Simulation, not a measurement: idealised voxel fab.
process module | voxel wiring stack
cross-section cut | 195 nm wide | cells 5 nm
A cross-section is a grid of square cells, given in bands from the top down. A band is one or more rows of cells.
Each band's line starts with the height of the band's top and of its bottom, in nm. Then come its materials from left to right, each with its width in nm. One material with "throughout" fills the band from edge to edge. "air" is empty space.
Height 0 is the level under which the wafer as received is all one material. The lowest band goes on downwards, as in "0 down".
A width such as "30 to 40" changes by the same amount from each row of cells to the next, from the band's top row to its bottom row.
"no change" after a step means that no cell of the cross-section changed.
closed voids: empty space of 8 cells or more with no open way to the top, each as width x height at its distance from the left edge, in nm
after a step's settings: what the simulator itself notes on the step
overlay nm, on a step with a mask: how far to the right of its planned place the mask lay; to the left if negative
plan
1 op RECEIVE | material Si
2 op CONFORMAL_DEP | material SiO2 | thk nm 15
3 op CONFORMAL_DEP | material SiN | thk nm 5
4 op DIRECTIONAL_DEP | material lowk | thk nm 25
5 op DIRECTIONAL_DEP | material aC | thk nm 15
6 op PATTERN | tone open | mask id METAL_1 | material resist | width nm 25 | pitch nm 55 | thk nm 35 | overlay nm 0
7 op DIRECTIONAL_ETCH | etch materials aC | depth nm 15
8 op STRIP | etch materials resist
9 op DIRECTIONAL_ETCH | etch materials lowk | depth nm 25
10 op DIRECTIONAL_ETCH | etch materials SiN | depth nm 5
11 op STRIP | etch materials aC
12 op CONFORMAL_DEP | material TiN | thk nm 5
13 op FILL_DEP | material Ru | thk nm 5
14 op CMP | height nm 45
15 op CONFORMAL_DEP | material SiCN | thk nm 5
16 op DIRECTIONAL_DEP | material SiO2 | thk nm 30
17 op PATTERN | tone open | mask id METAL_2 | material resist | width nm 25 | pitch nm 55 | thk nm 15 | overlay nm -15
18 op DIRECTIONAL_ETCH | etch materials SiO2 | depth nm 20
19 op STRIP | etch materials resist
20 op DIRECTIONAL_DEP | material aC | thk nm 15
21 op PATTERN | tone open | mask id METAL_2_HOLES | material resist | width nm 15 | pitch nm 55 | thk nm 35 | overlay nm 0
22 op DIRECTIONAL_ETCH | etch materials aC | depth nm 15
23 op STRIP | etch materials resist
24 op DIRECTIONAL_ETCH | etch materials SiO2 | depth nm 10
25 op DIRECTIONAL_ETCH | etch materials SiCN | depth nm 5
26 op STRIP | etch materials aC
27 op CONFORMAL_DEP | material TiN | thk nm 5
28 op FILL_DEP | material Cu | thk nm 5
29 op CMP | height nm 80
30 op CONFORMAL_DEP | material SiCN | thk nm 5
31 op DIRECTIONAL_DEP | material SiO2 | thk nm 35
32 op PATTERN | tone open | mask id METAL_3_HOLES | material resist | width nm 15 | thk nm 20 | overlay nm 0
33 op DIRECTIONAL_ETCH | etch materials SiO2 | depth nm 35
34 op STRIP | etch materials resist
35 op DIRECTIONAL_DEP | material aC | thk nm 15
36 op PATTERN | tone open | mask id METAL_3 | material resist | width nm 25 | pitch nm 55 | thk nm 35 | overlay nm 0
37 op DIRECTIONAL_ETCH | etch materials aC | depth nm 15
38 op STRIP | etch materials resist
39 op DIRECTIONAL_ETCH | etch materials SiO2 | depth nm 20
40 op DIRECTIONAL_ETCH | etch materials SiCN | depth nm 5
41 op STRIP | etch materials aC
42 op CONFORMAL_DEP | material TiN | thk nm 5
43 op FILL_DEP | material Cu | thk nm 10
44 op CMP | height nm 120
45 op CONFORMAL_DEP | material SiCN | thk nm 5
varied across the wafers: overlay nm of step 17. The plan shows the first wafer's value. All wafers start alike
first wafer as received, after step 1
  0 down: Si throughout
  closed voids: none
each wafer at the end: cells of each material gained (+) or lost (-) since it was received, then its closed voids
overlay nm -15 | +42 Cu | +30 Ru | +110 SiCN | +29 SiN | +523 SiO2 | +96 TiN | +145 lowk | closed voids: none
overlay nm -10 | +46 Cu | +30 Ru | +108 SiCN | +29 SiN | +523 SiO2 | +94 TiN | +145 lowk | closed voids: none
overlay nm -5 | +46 Cu | +30 Ru | +108 SiCN | +29 SiN | +523 SiO2 | +94 TiN | +145 lowk | closed voids: none
overlay nm 0 | +46 Cu | +30 Ru | +108 SiCN | +29 SiN | +523 SiO2 | +94 TiN | +145 lowk | closed voids: none
overlay nm 5 | +42 Cu | +30 Ru | +110 SiCN | +29 SiN | +523 SiO2 | +96 TiN | +145 lowk | closed voids: none
overlay nm 10 | +44 Cu | +30 Ru | +112 SiCN | +29 SiN | +523 SiO2 | +92 TiN | +145 lowk | closed voids: none
overlay nm 15 | +46 Cu | +30 Ru | +114 SiCN | +29 SiN | +523 SiO2 | +88 TiN | +145 lowk | closed voids: none
